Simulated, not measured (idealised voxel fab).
process module | voxel transistor to metal
cross-section cut | 260 nm wide | cells 5 nm
A cross-section is a grid of square cells, given in bands from the top down. A band is one or more rows of cells.
Each band's line starts with the height of the band's top and of its bottom, in nm. Then come its materials from left to right, each with its width in nm. One material with "throughout" fills the band from edge to edge. "air" is empty space.
Height 0 is the level under which the wafer as received is all one material. The lowest band goes on downwards, as in "0 down".
A width such as "30 to 40" changes by the same amount from each row of cells to the next, from the band's top row to its bottom row.
"no change" after a step means that no cell of the cross-section changed.
closed voids: empty space of 8 cells or more with no open way to the top, each as width x height at its distance from the left edge, in nm
after a step's settings: what the simulator itself notes on the step
overlay nm, on a step with a mask: how far to the right of its planned place the mask lay; to the left if negative
plan
1 op RECEIVE | material Si
2 op OXIDIZE | depth nm 5
3 op CONFORMAL_DEP | material SiN | thk nm 15
4 op DIRECTIONAL_DEP | material aC | thk nm 10
5 op PATTERN | tone cover | mask id ACTIVE | material resist | width nm 100 | pitch nm 125 | thk nm 30 | overlay nm 0
6 op DIRECTIONAL_ETCH | etch materials aC | depth nm 10
7 op STRIP | etch materials resist
8 op DIRECTIONAL_ETCH | etch materials SiN | depth nm 15
9 op DIRECTIONAL_ETCH | etch materials SiO2 | depth nm 5
10 op DIRECTIONAL_ETCH | etch materials Si | depth nm 25
11 op STRIP | etch materials aC
12 op OXIDIZE | depth nm 5
13 op FILL_DEP | material SiO2 | thk nm 5
14 op CMP | height nm 15
15 op SELECTIVE_ETCH | etch materials SiO2 | depth nm 10
16 op STRIP | etch materials SiN
17 op SELECTIVE_ETCH | etch materials SiO2 | depth nm 5
18 op OXIDIZE | depth nm 5
19 op DIRECTIONAL_DEP | material polySi | thk nm 20
20 op DIRECTIONAL_DEP | material SiCN | thk nm 10
21 op DIRECTIONAL_DEP | material aC | thk nm 15
22 op PATTERN | tone cover | mask id GATE | material resist | width nm 20 | pitch nm 125 | thk nm 30 | overlay nm 0
23 op DIRECTIONAL_ETCH | etch materials aC | depth nm 15
24 op STRIP | etch materials resist
25 op DIRECTIONAL_ETCH | etch materials SiCN | depth nm 20
26 op DIRECTIONAL_ETCH | etch materials polySi | depth nm 30
27 op STRIP | etch materials aC
28 op CONFORMAL_DEP | material SiO2 | thk nm 5
29 op DIRECTIONAL_ETCH | etch materials SiO2 | depth nm 5
30 op CONFORMAL_DEP | material SiN | thk nm 5
31 op DIRECTIONAL_ETCH | etch materials SiN | depth nm 5
32 op DIRECTIONAL_ETCH | etch materials SiO2 | depth nm 5
33 op DIRECTIONAL_ETCH | etch materials Si | depth nm 15
34 op EPI | material nSi | thk nm 20
35 op FILL_DEP | material SiO2 | thk nm 10
36 op CMP | height nm 25
37 op DIRECTIONAL_DEP | material SiO2 | thk nm 10
38 op DIRECTIONAL_DEP | material aC | thk nm 10
39 op PATTERN | tone open | mask id CONTACT | material resist | width nm 20 | thk nm 30 | overlay nm 0
40 op DIRECTIONAL_ETCH | etch materials aC | depth nm 10
41 op STRIP | etch materials resist
42 op DIRECTIONAL_ETCH | etch materials SiO2 | depth nm 40
43 op STRIP | etch materials aC
44 op CONFORMAL_DEP | material TiN | thk nm 5
45 op FILL_DEP | material W | thk nm 5
46 op CMP | height nm 35
47 op DIRECTIONAL_DEP | material TiN | thk nm 5
48 op DIRECTIONAL_DEP | material W | thk nm 25
49 op MASKED_ETCH | tone cover | mask id METAL_1 | width nm 20 | etch materials W | depth nm 25 | overlay nm 0
50 op MASKED_ETCH | tone cover | mask id METAL_1 | width nm 20 | etch materials TiN | depth nm 5 | overlay nm 0
51 op FILL_DEP | material SiO2 | thk nm 10
52 op CMP | height nm 65
53 op CONFORMAL_DEP | material SiCN | thk nm 5
as received, after step 1
  0 down: Si throughout
  closed voids: none
first wafer at the end, as planned
  70 to 65: SiCN throughout
  65 to 40: SiO2 20 | W 20 | SiO2 50 | W 20 | SiO2 35 | W 20 | SiO2 50 | W 20 | SiO2 25
  40 to 35: SiO2 20 | TiN 20 | SiO2 50 | TiN 20 | SiO2 35 | TiN 20 | SiO2 50 | TiN 20 | SiO2 25
  35 to 25: SiO2 20 | TiN 5 | W 10 | TiN 5 | SiO2 50 | TiN 5 | W 10 | TiN 5 | SiO2 35 | TiN 5 | W 10 | TiN 5 | SiO2 50 | TiN 5 | W 10 | TiN 5 | SiO2 25
  25 to 15: SiO2 20 | TiN 5 | W 10 | TiN 5 | SiO2 5 | SiN 5 | SiO2 5 | SiCN 20 | SiO2 5 | SiN 5 | SiO2 5 | TiN 5 | W 10 | TiN 5 | SiO2 35 | TiN 5 | W 10 | TiN 5 | SiO2 5 | SiN 5 | SiO2 5 | SiCN 20 | SiO2 5 | SiN 5 | SiO2 5 | TiN 5 | W 10 | TiN 5 | SiO2 25
  15 to 10: SiO2 20 | TiN 20 | SiO2 5 | SiN 5 | SiO2 5 | polySi 20 | SiO2 5 | SiN 5 | SiO2 5 | TiN 20 | SiO2 35 | TiN 20 | SiO2 5 | SiN 5 | SiO2 5 | polySi 20 | SiO2 5 | SiN 5 | SiO2 5 | TiN 20 | SiO2 25
  10 to 0: SiO2 20 | TiN 5 | nSi 20 | SiN 5 | SiO2 5 | polySi 20 | SiO2 5 | SiN 5 | nSi 20 | TiN 5 | SiO2 35 | TiN 5 | nSi 20 | SiN 5 | SiO2 5 | polySi 20 | SiO2 5 | SiN 5 | nSi 20 | TiN 5 | SiO2 25
  0 to -5: SiO2 15 | SiN 5 | TiN 5 | nSi 20 | SiN 5 | SiO2 5 | polySi 20 | SiO2 5 | SiN 5 | nSi 20 | TiN 5 | SiN 5 | SiO2 25 | SiN 5 | TiN 5 | nSi 20 | SiN 5 | SiO2 5 | polySi 20 | SiO2 5 | SiN 5 | nSi 20 | TiN 5 | SiN 5 | SiO2 20
  -5 to -10: SiO2 20 | nSi 25 | SiO2 40 | nSi 25 | SiO2 35 | nSi 25 | SiO2 40 | nSi 25 | SiO2 25
  -10 to -25: SiO2 20 | nSi 25 | Si 40 | nSi 25 | SiO2 35 | nSi 25 | Si 40 | nSi 25 | SiO2 25
  -25 to -35: SiO2 20 | Si 90 | SiO2 35 | Si 90 | SiO2 25
  -35 down: Si throughout
  closed voids: none
second wafer at the end: like start, like plan, one mistake
  70 to 65: SiCN throughout
  65 to 60: SiO2 20 | TiN 20 | SiO2 50 | TiN 20 | SiO2 35 | TiN 20 | SiO2 50 | TiN 20 | SiO2 25
  60 to 35: W throughout
  35 to 25: SiO2 20 | TiN 5 | W 10 | TiN 5 | SiO2 50 | TiN 5 | W 10 | TiN 5 | SiO2 35 | TiN 5 | W 10 | TiN 5 | SiO2 50 | TiN 5 | W 10 | TiN 5 | SiO2 25
  25 to 15: SiO2 20 | TiN 5 | W 10 | TiN 5 | SiO2 5 | SiN 5 | SiO2 5 | SiCN 20 | SiO2 5 | SiN 5 | SiO2 5 | TiN 5 | W 10 | TiN 5 | SiO2 35 | TiN 5 | W 10 | TiN 5 | SiO2 5 | SiN 5 | SiO2 5 | SiCN 20 | SiO2 5 | SiN 5 | SiO2 5 | TiN 5 | W 10 | TiN 5 | SiO2 25
  15 to 10: SiO2 20 | TiN 20 | SiO2 5 | SiN 5 | SiO2 5 | polySi 20 | SiO2 5 | SiN 5 | SiO2 5 | TiN 20 | SiO2 35 | TiN 20 | SiO2 5 | SiN 5 | SiO2 5 | polySi 20 | SiO2 5 | SiN 5 | SiO2 5 | TiN 20 | SiO2 25
  10 to 0: SiO2 20 | TiN 5 | nSi 20 | SiN 5 | SiO2 5 | polySi 20 | SiO2 5 | SiN 5 | nSi 20 | TiN 5 | SiO2 35 | TiN 5 | nSi 20 | SiN 5 | SiO2 5 | polySi 20 | SiO2 5 | SiN 5 | nSi 20 | TiN 5 | SiO2 25
  0 to -5: SiO2 15 | SiN 5 | TiN 5 | nSi 20 | SiN 5 | SiO2 5 | polySi 20 | SiO2 5 | SiN 5 | nSi 20 | TiN 5 | SiN 5 | SiO2 25 | SiN 5 | TiN 5 | nSi 20 | SiN 5 | SiO2 5 | polySi 20 | SiO2 5 | SiN 5 | nSi 20 | TiN 5 | SiN 5 | SiO2 20
  -5 to -10: SiO2 20 | nSi 25 | SiO2 40 | nSi 25 | SiO2 35 | nSi 25 | SiO2 40 | nSi 25 | SiO2 25
  -10 to -25: SiO2 20 | nSi 25 | Si 40 | nSi 25 | SiO2 35 | nSi 25 | Si 40 | nSi 25 | SiO2 25
  -25 to -35: SiO2 20 | Si 90 | SiO2 35 | Si 90 | SiO2 25
  -35 down: Si throughout
  closed voids: none
what went wrong: steps 47 and 48 were swapped
at the end the second wafer has, in cells: 180 fewer of SiO2 | 180 more of W
